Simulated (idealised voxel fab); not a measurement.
Process module in this document: voxel capacitor over wiring
Shown is cross-section cut, with a width of 140 nm and square cells of size 5 nm.
Heads up, the way a cross-section reads in here is a grid of square cells, handed over as bands from the top down, with every band being one or more rows of cells.
Band: top height; bottom height; in nm. Then, left to right: material with width in nm, for each material. "edge to edge": a single material spanning edge to edge. "air": empty space.
Where do heights start? At 0: under that level the wafer as delivered is made of one material only. And the lowest band has no floor; it just carries on downward, as in "0..down".
Width: "30 to 40" (first number = top row, second number = bottom row, same change from row to row of cells).
Given "no modification" for a step, no cell of the cross-section differs between before and after that step.
If an empty space has no open way to the top and is at least 8 cells in size, "Sealed internal cavities" lists it, written width x height at distance, where distance is measured from the left edge and every value is in nm.
Post-settings text on a step line: simulator's own remark regarding the step.
On any step carrying a mask, the "overlay nm" setting, if present on the step's line, tells how far right of its planned place the mask lay; negative values point to the left.
## Process steps - plan
1,RECEIVE with material Si
2,CONFORMAL_DEP with material SiO2, thk nm 10
3,DIRECTIONAL_DEP with material TiN, thk nm 5
4,DIRECTIONAL_DEP with material Ru, thk nm 25
5,MASKED_ETCH with tone cover, mask id METAL_1, width nm 25, pitch nm 80, etch materials Ru, depth nm 25, overlay nm 0
6,MASKED_ETCH with tone cover, mask id METAL_1, width nm 25, pitch nm 80, etch materials TiN, depth nm 5, overlay nm 0
7,CONFORMAL_DEP with material SiN, thk nm 5
8,FILL_DEP with material SiO2, thk nm 5
9,CMP with height nm 40
10,CONFORMAL_DEP with material SiCN, thk nm 5
11,DIRECTIONAL_DEP with material lowk, thk nm 15
12,DIRECTIONAL_DEP with material aC, thk nm 10
13,PATTERN with tone open, mask id PLUG_1, material resist, width nm 15, thk nm 25, overlay nm 0
14,DIRECTIONAL_ETCH with etch materials aC, depth nm 10
15,STRIP with etch materials resist
16,DIRECTIONAL_ETCH with etch materials lowk, depth nm 15
17,DIRECTIONAL_ETCH with etch materials SiCN, depth nm 5
18,STRIP with etch materials aC
19,CONFORMAL_DEP with material TiN, thk nm 5
20,FILL_DEP with material Ru, thk nm 5
21,CMP with height nm 60
22,DIRECTIONAL_DEP with material TiN, thk nm 5
23,DIRECTIONAL_DEP with material Al2O3, thk nm 5
24,DIRECTIONAL_DEP with material TiN, thk nm 10
25,MASKED_ETCH with tone cover, mask id UPPER_PLATE, width nm 60, etch materials TiN, depth nm 10, overlay nm 0
26,MASKED_ETCH with tone cover, mask id UPPER_PLATE, width nm 60, etch materials Al2O3, depth nm 5, overlay nm 0
27,DIRECTIONAL_DEP with material aC, thk nm 10
28,PATTERN with tone cover, mask id LOWER_PLATE, material resist, width nm 70, thk nm 30, overlay nm 0
29,DIRECTIONAL_ETCH with etch materials aC, depth nm 10
30,STRIP with etch materials resist
31,DIRECTIONAL_ETCH with etch materials TiN, depth nm 5
32,STRIP with etch materials aC
33,FILL_DEP with material SiO2, thk nm 20
34,CMP with height nm 95
35,PATTERN with tone open, mask id PLUG_2, material resist, width nm 15, thk nm 15, overlay nm 0
36,DIRECTIONAL_ETCH with etch materials SiO2, depth nm 15
37,STRIP with etch materials resist
38,CONFORMAL_DEP with material TiN, thk nm 5
39,FILL_DEP with material Ru, thk nm 5
40,CMP with height nm 95
41,CONFORMAL_DEP with material SiN, thk nm 5
## What follows covers the first of two wafers; it ran as planned
## Wafer at receipt (post step 1), cross-section
  0..down = Si edge to edge
  Sealed internal cavities: none
## Cross-sectional representation of the wafer at the conclusion of step 2
  10..0 = SiO2 edge to edge
  Nothing below the height 0 has changed.
## Cross-sectional representation of the wafer at the conclusion of step 3
  15..10 = TiN edge to edge
  Nothing below the height 10 has changed.
## Cross-sectional representation of the wafer at the conclusion of step 4
  40..15 = Ru edge to edge
  Nothing below the height 15 has changed.
## Cross-sectional representation of the wafer at the conclusion of step 5
  40..15 = air 15 / Ru 25 / air 55 / Ru 25 / air 20
  Nothing below the height 15 has changed.
## Cross-sectional representation of the wafer at the conclusion of step 6
  40..15 = air 15 / Ru 25 / air 55 / Ru 25 / air 20
  15..10 = air 15 / TiN 25 / air 55 / TiN 25 / air 20
  Nothing below the height 10 has changed.
## Cross-sectional representation of the wafer at the conclusion of step 7
  45..40 = air 10 / SiN 35 / air 45 / SiN 35 / air 15
  40..15 = air 10 / SiN 5 / Ru 25 / SiN 5 / air 45 / SiN 5 / Ru 25 / SiN 5 / air 15
  15..10 = SiN 15 / TiN 25 / SiN 55 / TiN 25 / SiN 20
  Nothing below the height 10 has changed.
## Cross-sectional representation of the wafer at the conclusion of step 8
  50..45 = SiO2 edge to edge
  45..40 = SiO2 10 / SiN 35 / SiO2 45 / SiN 35 / SiO2 15
  40..15 = SiO2 10 / SiN 5 / Ru 25 / SiN 5 / SiO2 45 / SiN 5 / Ru 25 / SiN 5 / SiO2 15
  Nothing below the height 15 has changed.
## Cross-sectional representation of the wafer at the conclusion of step 9
  40..15 = SiO2 10 / SiN 5 / Ru 25 / SiN 5 / SiO2 45 / SiN 5 / Ru 25 / SiN 5 / SiO2 15
  Nothing below the height 15 has changed.
## Cross-sectional representation of the wafer at the conclusion of step 10
  45..40 = SiCN edge to edge
  Nothing below the height 40 has changed.
## Cross-sectional representation of the wafer at the conclusion of step 11
  60..45 = lowk edge to edge
  Nothing below the height 45 has changed.
## Cross-sectional representation of the wafer at the conclusion of step 12
  70..60 = aC edge to edge
  Nothing below the height 60 has changed.
## Cross-sectional representation of the wafer at the conclusion of step 13
  95..70 = resist 25 / air 15 / resist 100
  Nothing below the height 70 has changed.
## Cross-sectional representation of the wafer at the conclusion of step 14
  85..70 = resist 25 / air 15 / resist 100
  70..60 = aC 25 / air 15 / aC 100
  Nothing below the height 60 has changed.
## Cross-sectional representation of the wafer at the conclusion of step 15
  70..60 = aC 25 / air 15 / aC 100
  Nothing below the height 60 has changed.
## Cross-sectional representation of the wafer at the conclusion of step 16
  70..60 = aC 25 / air 15 / aC 100
  60..45 = lowk 25 / air 15 / lowk 100
  Nothing below the height 45 has changed.
## Cross-sectional representation of the wafer at the conclusion of step 17
  70..60 = aC 25 / air 15 / aC 100
  60..45 = lowk 25 / air 15 / lowk 100
  45..40 = SiCN 25 / air 15 / SiCN 100
  Nothing below the height 40 has changed.
## Cross-sectional representation of the wafer at the conclusion of step 18
  60..45 = lowk 25 / air 15 / lowk 100
  Nothing below the height 45 has changed.
## Cross-sectional representation of the wafer at the conclusion of step 19
  65..60 = TiN 30 / air 5 / TiN 105
  60..45 = lowk 25 / TiN 5 / air 5 / TiN 5 / lowk 100
  45..40 = SiCN 25 / TiN 15 / SiCN 100
  Nothing below the height 40 has changed.
## Cross-sectional representation of the wafer at the conclusion of step 20
  70..65 = Ru edge to edge
  65..60 = TiN 30 / Ru 5 / TiN 105
  60..45 = lowk 25 / TiN 5 / Ru 5 / TiN 5 / lowk 100
  Nothing below the height 45 has changed.
## Cross-sectional representation of the wafer at the conclusion of step 21
  60..45 = lowk 25 / TiN 5 / Ru 5 / TiN 5 / lowk 100
  Nothing below the height 45 has changed.
## Cross-sectional representation of the wafer at the conclusion of step 22
  65..60 = TiN edge to edge
  Nothing below the height 60 has changed.
## Cross-sectional representation of the wafer at the conclusion of step 23
  70..65 = Al2O3 edge to edge
  Nothing below the height 65 has changed.
## Cross-sectional representation of the wafer at the conclusion of step 24
  80..70 = TiN edge to edge
  Nothing below the height 70 has changed.
## Cross-sectional representation of the wafer at the conclusion of step 25
  80..70 = air 25 / TiN 60 / air 55
  Nothing below the height 70 has changed.
## Cross-sectional representation of the wafer at the conclusion of step 26
  80..70 = air 25 / TiN 60 / air 55
  70..65 = air 25 / Al2O3 60 / air 55
  Nothing below the height 65 has changed.
## Cross-sectional representation of the wafer at the conclusion of step 27
  90..80 = air 25 / aC 60 / air 55
  80..75 = air 25 / TiN 60 / air 55
  75..70 = aC 25 / TiN 60 / aC 55
  70..65 = aC 25 / Al2O3 60 / aC 55
  Nothing below the height 65 has changed.
## Cross-sectional representation of the wafer at the conclusion of step 28
  120..90 = air 20 / resist 70 / air 50
  90..80 = air 20 / resist 5 / aC 60 / resist 5 / air 50
  80..75 = air 20 / resist 5 / TiN 60 / resist 5 / air 50
  Nothing below the height 75 has changed.
## Cross-sectional representation of the wafer at the conclusion of step 29
  110..90 = air 20 / resist 70 / air 50
  90..80 = air 20 / resist 5 / aC 60 / resist 5 / air 50
  80..75 = air 20 / resist 5 / TiN 60 / resist 5 / air 50
  75..70 = air 20 / aC 5 / TiN 60 / aC 5 / air 50
  70..65 = air 20 / aC 5 / Al2O3 60 / aC 5 / air 50
  Nothing below the height 65 has changed.
## Cross-sectional representation of the wafer at the conclusion of step 30
  90..80 = air 25 / aC 60 / air 55
  80..75 = air 25 / TiN 60 / air 55
  Nothing below the height 75 has changed.
## Cross-sectional representation of the wafer at the conclusion of step 31
  90..80 = air 25 / aC 60 / air 55
  80..75 = air 25 / TiN 60 / air 55
  75..70 = air 20 / aC 5 / TiN 60 / aC 5 / air 50
  70..65 = air 20 / aC 5 / Al2O3 60 / aC 5 / air 50
  65..60 = air 20 / TiN 70 / air 50
  Nothing below the height 60 has changed.
## Cross-sectional representation of the wafer at the conclusion of step 32
  80..70 = air 25 / TiN 60 / air 55
  70..65 = air 25 / Al2O3 60 / air 55
  Nothing below the height 65 has changed.
## Cross-sectional representation of the wafer at the conclusion of step 33
  100..80 = SiO2 edge to edge
  80..70 = SiO2 25 / TiN 60 / SiO2 55
  70..65 = SiO2 25 / Al2O3 60 / SiO2 55
  65..60 = SiO2 20 / TiN 70 / SiO2 50
  Nothing below the height 60 has changed.
## Cross-sectional representation of the wafer at the conclusion of step 34
  95..80 = SiO2 edge to edge
  Nothing below the height 80 has changed.
## Cross-sectional representation of the wafer at the conclusion of step 35
  110..95 = resist 35 / air 15 / resist 90
  Nothing below the height 95 has changed.
## Cross-sectional representation of the wafer at the conclusion of step 36
  110..95 = resist 35 / air 15 / resist 90
  95..80 = SiO2 35 / air 15 / SiO2 90
  Nothing below the height 80 has changed.
## Cross-sectional representation of the wafer at the conclusion of step 37
  95..80 = SiO2 35 / air 15 / SiO2 90
  Nothing below the height 80 has changed.
## Cross-sectional representation of the wafer at the conclusion of step 38
  100..95 = TiN 40 / air 5 / TiN 95
  95..85 = SiO2 35 / TiN 5 / air 5 / TiN 5 / SiO2 90
  85..80 = SiO2 35 / TiN 15 / SiO2 90
  Nothing below the height 80 has changed.
## Cross-sectional representation of the wafer at the conclusion of step 39
  105..100 = Ru edge to edge
  100..95 = TiN 40 / Ru 5 / TiN 95
  95..85 = SiO2 35 / TiN 5 / Ru 5 / TiN 5 / SiO2 90
  Nothing below the height 85 has changed.
## Cross-sectional representation of the wafer at the conclusion of step 40
  95..85 = SiO2 35 / TiN 5 / Ru 5 / TiN 5 / SiO2 90
  Nothing below the height 85 has changed.
## Cross-sectional representation of the wafer at the conclusion of step 41
  100..95 = SiN edge to edge
  Nothing below the height 95 has changed.
## For the second wafer, take the first wafer's start and plan, then add one mistake made in running it; everything through step 12, that step included, is shared with the first
## The second wafer in cross-section, at the planned close of step 13
  95..70 = resist 15 / air 15 / resist 110
  Nothing below the height 70 has changed.
## The second wafer in cross-section, at the planned close of step 14
  85..70 = resist 15 / air 15 / resist 110
  70..60 = aC 15 / air 15 / aC 110
  Nothing below the height 60 has changed.
## The second wafer in cross-section, at the planned close of step 15
  70..60 = aC 15 / air 15 / aC 110
  Nothing below the height 60 has changed.
## The second wafer in cross-section, at the planned close of step 16
  70..60 = aC 15 / air 15 / aC 110
  60..45 = lowk 15 / air 15 / lowk 110
  Nothing below the height 45 has changed.
## The second wafer in cross-section, at the planned close of step 17
  70..60 = aC 15 / air 15 / aC 110
  60..45 = lowk 15 / air 15 / lowk 110
  45..40 = SiCN 15 / air 15 / SiCN 110
  Nothing below the height 40 has changed.
## The second wafer in cross-section, at the planned close of step 18
  60..45 = lowk 15 / air 15 / lowk 110
  Nothing below the height 45 has changed.
## The second wafer in cross-section, at the planned close of step 19
  65..60 = TiN 20 / air 5 / TiN 115
  60..45 = lowk 15 / TiN 5 / air 5 / TiN 5 / lowk 110
  45..40 = SiCN 15 / TiN 15 / SiCN 110
  Nothing below the height 40 has changed.
## The second wafer in cross-section, at the planned close of step 20
  70..65 = Ru edge to edge
  65..60 = TiN 20 / Ru 5 / TiN 115
  60..45 = lowk 15 / TiN 5 / Ru 5 / TiN 5 / lowk 110
  Nothing below the height 45 has changed.
## The second wafer in cross-section, at the planned close of step 21
  60..45 = lowk 15 / TiN 5 / Ru 5 / TiN 5 / lowk 110
  Nothing below the height 45 has changed.
## The second wafer in cross-section, at the planned close of step 22
  65..60 = TiN edge to edge
  Nothing below the height 60 has changed.
## The second wafer in cross-section, at the planned close of step 23
  70..65 = Al2O3 edge to edge
  Nothing below the height 65 has changed.
## The second wafer in cross-section, at the planned close of step 24
  80..70 = TiN edge to edge
  Nothing below the height 70 has changed.
## The second wafer in cross-section, at the planned close of step 25
  80..70 = air 25 / TiN 60 / air 55
  Nothing below the height 70 has changed.
## The second wafer in cross-section, at the planned close of step 26
  80..70 = air 25 / TiN 60 / air 55
  70..65 = air 25 / Al2O3 60 / air 55
  Nothing below the height 65 has changed.
## The second wafer in cross-section, at the planned close of step 27
  90..80 = air 25 / aC 60 / air 55
  80..75 = air 25 / TiN 60 / air 55
  75..70 = aC 25 / TiN 60 / aC 55
  70..65 = aC 25 / Al2O3 60 / aC 55
  Nothing below the height 65 has changed.
## The second wafer in cross-section, at the planned close of step 28
  120..90 = air 20 / resist 70 / air 50
  90..80 = air 20 / resist 5 / aC 60 / resist 5 / air 50
  80..75 = air 20 / resist 5 / TiN 60 / resist 5 / air 50
  Nothing below the height 75 has changed.
## The second wafer in cross-section, at the planned close of step 29
  110..90 = air 20 / resist 70 / air 50
  90..80 = air 20 / resist 5 / aC 60 / resist 5 / air 50
  80..75 = air 20 / resist 5 / TiN 60 / resist 5 / air 50
  75..70 = air 20 / aC 5 / TiN 60 / aC 5 / air 50
  70..65 = air 20 / aC 5 / Al2O3 60 / aC 5 / air 50
  Nothing below the height 65 has changed.
## The second wafer in cross-section, at the planned close of step 30
  90..80 = air 25 / aC 60 / air 55
  80..75 = air 25 / TiN 60 / air 55
  Nothing below the height 75 has changed.
## The second wafer in cross-section, at the planned close of step 31
  90..80 = air 25 / aC 60 / air 55
  80..75 = air 25 / TiN 60 / air 55
  75..70 = air 20 / aC 5 / TiN 60 / aC 5 / air 50
  70..65 = air 20 / aC 5 / Al2O3 60 / aC 5 / air 50
  65..60 = air 20 / TiN 70 / air 50
  Nothing below the height 60 has changed.
## The second wafer in cross-section, at the planned close of step 32
  80..70 = air 25 / TiN 60 / air 55
  70..65 = air 25 / Al2O3 60 / air 55
  Nothing below the height 65 has changed.
## The second wafer in cross-section, at the planned close of step 33
  100..80 = SiO2 edge to edge
  80..70 = SiO2 25 / TiN 60 / SiO2 55
  70..65 = SiO2 25 / Al2O3 60 / SiO2 55
  65..60 = SiO2 20 / TiN 70 / SiO2 50
  Nothing below the height 60 has changed.
## The second wafer in cross-section, at the planned close of step 34
  95..80 = SiO2 edge to edge
  Nothing below the height 80 has changed.
## The second wafer in cross-section, at the planned close of step 35
  110..95 = resist 35 / air 15 / resist 90
  Nothing below the height 95 has changed.
## The second wafer in cross-section, at the planned close of step 36
  110..95 = resist 35 / air 15 / resist 90
  95..80 = SiO2 35 / air 15 / SiO2 90
  Nothing below the height 80 has changed.
## The second wafer in cross-section, at the planned close of step 37
  95..80 = SiO2 35 / air 15 / SiO2 90
  Nothing below the height 80 has changed.
## The second wafer in cross-section, at the planned close of step 38
  100..95 = TiN 40 / air 5 / TiN 95
  95..85 = SiO2 35 / TiN 5 / air 5 / TiN 5 / SiO2 90
  85..80 = SiO2 35 / TiN 15 / SiO2 90
  Nothing below the height 80 has changed.
## The second wafer in cross-section, at the planned close of step 39
  105..100 = Ru edge to edge
  100..95 = TiN 40 / Ru 5 / TiN 95
  95..85 = SiO2 35 / TiN 5 / Ru 5 / TiN 5 / SiO2 90
  Nothing below the height 85 has changed.
## The second wafer in cross-section, at the planned close of step 40
  95..85 = SiO2 35 / TiN 5 / Ru 5 / TiN 5 / SiO2 90
  Nothing below the height 85 has changed.
## The second wafer in cross-section, at the planned close of step 41
  100..95 = SiN edge to edge
  Nothing below the height 95 has changed.
In executing the process, a mistake was made relative to the plan: step 13 changed vs plan, executed as PATTERN with tone open, mask id PLUG_1, material resist, width nm 15, thk nm 25, overlay nm -10
at the end the second wafer has, in cells: as many of each material as the first, in other places
